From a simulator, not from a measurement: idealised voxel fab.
This is a process module. Its name is voxel ribs on slabs.
Square cells of 5 nm make up the cross-section cut, whose width is 190 nm.
In what follows, cross-sections appear as grids of square cells, described through bands that run from the top down, where every band is one or more rows of cells. Each band's line starts with the height of the band's top and of its bottom, in nm. Then come its materials from left to right, each with its width in nm. One material with "everywhere" fills the band from edge to edge. "blank" is empty space. The level at which height equals 0 is the one under which the wafer, as it arrives, is entirely one material. No lower edge exists for the bottom band, which continues downward and is notated as in "0..down". It should be noted that a width expressed as "30 to 40" varies in equal increments from row to row of cells within the band, taking the value of the first number at the top row and that of the second number at the bottom row. Where the words "nothing was modified" appear for a step, the cross-section shows no cell changed by that step; every cell remained as before. The list in "Closed void register" covers empty spaces of 8 cells or more that cannot reach the top through any open way, and it gives each as width x height at distance; the distance is from the left edge, and width, height and distance are in nm. It should be noted that, on the line of a given step, the content following the step's settings is a remark produced by the simulator itself with respect to that step. Each step line may optionally specify "overlay nm", which for a step with a mask gives the rightward distance between the mask's planned place and where it lay, a negative value indicating the leftward direction.
Set out below are the planned steps of the process
| 1 | RECEIVE with material Si |
| 2 | DIRECTIONAL_DEP with material SiO2, thk nm 20 |
| 3 | DIRECTIONAL_DEP with material polySi, thk nm 15 |
| 4 | MASKED_ETCH with tone cover, mask id RIB, width nm 30, etch materials polySi, depth nm 5, overlay nm 0 |
| 5 | DIRECTIONAL_DEP with material aC, thk nm 15 |
| 6 | PATTERN with tone cover, mask id SLAB, material resist, width nm 70, thk nm 30, overlay nm 0 |
| 7 | DIRECTIONAL_ETCH with etch materials aC, depth nm 15 |
| 8 | STRIP with etch materials resist |
| 9 | DIRECTIONAL_ETCH with etch materials polySi, depth nm 10 |
| 10 | STRIP with etch materials aC |
| 11 | FILL_DEP with material SiO2, thk nm 30 |
| 12 | CMP with height nm 55 |
| 13 | DIRECTIONAL_DEP with material W, thk nm 10 |
| 14 | PATTERN with tone cover, mask id HEATER, material resist, width nm 40, thk nm 20, overlay nm 0 |
| 15 | DIRECTIONAL_ETCH with etch materials W, depth nm 10 |
| 16 | STRIP with etch materials resist |
| 17 | CONFORMAL_DEP with material SiN, thk nm 5 |
Step 1 complete: cross-section of the wafer as received
    0..down | Si everywhere
    Closed void register: none
Looking at the first of two wafers in cross-section at end of module - ran to plan
    70..65 | blank (70) / SiN (50) / blank (70)
    65..60 | blank (70) / SiN (5) / W (40) / SiN (5) / blank (70)
    60..55 | SiN (75) / W (40) / SiN (75)
    55..35 | SiO2 everywhere
    35..30 | SiO2 (80) / polySi (30) / SiO2 (80)
    30..20 | SiO2 (60) / polySi (70) / SiO2 (60)
    20..0 | SiO2 everywhere
    0..down | Si everywhere
    Closed void register: none
Here is the second of the two wafers cut open at the end of the module - same start, same plan as the first one, but we made one mistake running it
    70..65 | blank (70) / SiN (50) / blank (70)
    65..60 | blank (70) / SiN (5) / W (40) / SiN (5) / blank (70)
    60..55 | SiN (75) / W (40) / SiN (75)
    55..35 | SiO2 everywhere
    35..30 | SiO2 (80) / polySi (30) / SiO2 (80)
    30..20 | SiO2 (65) / polySi (65) / SiO2 (60)
    20..0 | SiO2 everywhere
    0..down | Si everywhere
    Closed void register: none
Nonconformance to the process plan: step 6 was run on a setting that differed from the plan, and what really ran there is PATTERN with tone cover, mask id SLAB, material resist, width nm 65, thk nm 30, overlay nm 0
Wafer comparison, final, in cells, second relative to first, materials more or fewer: +2 SiO2, -2 polySi
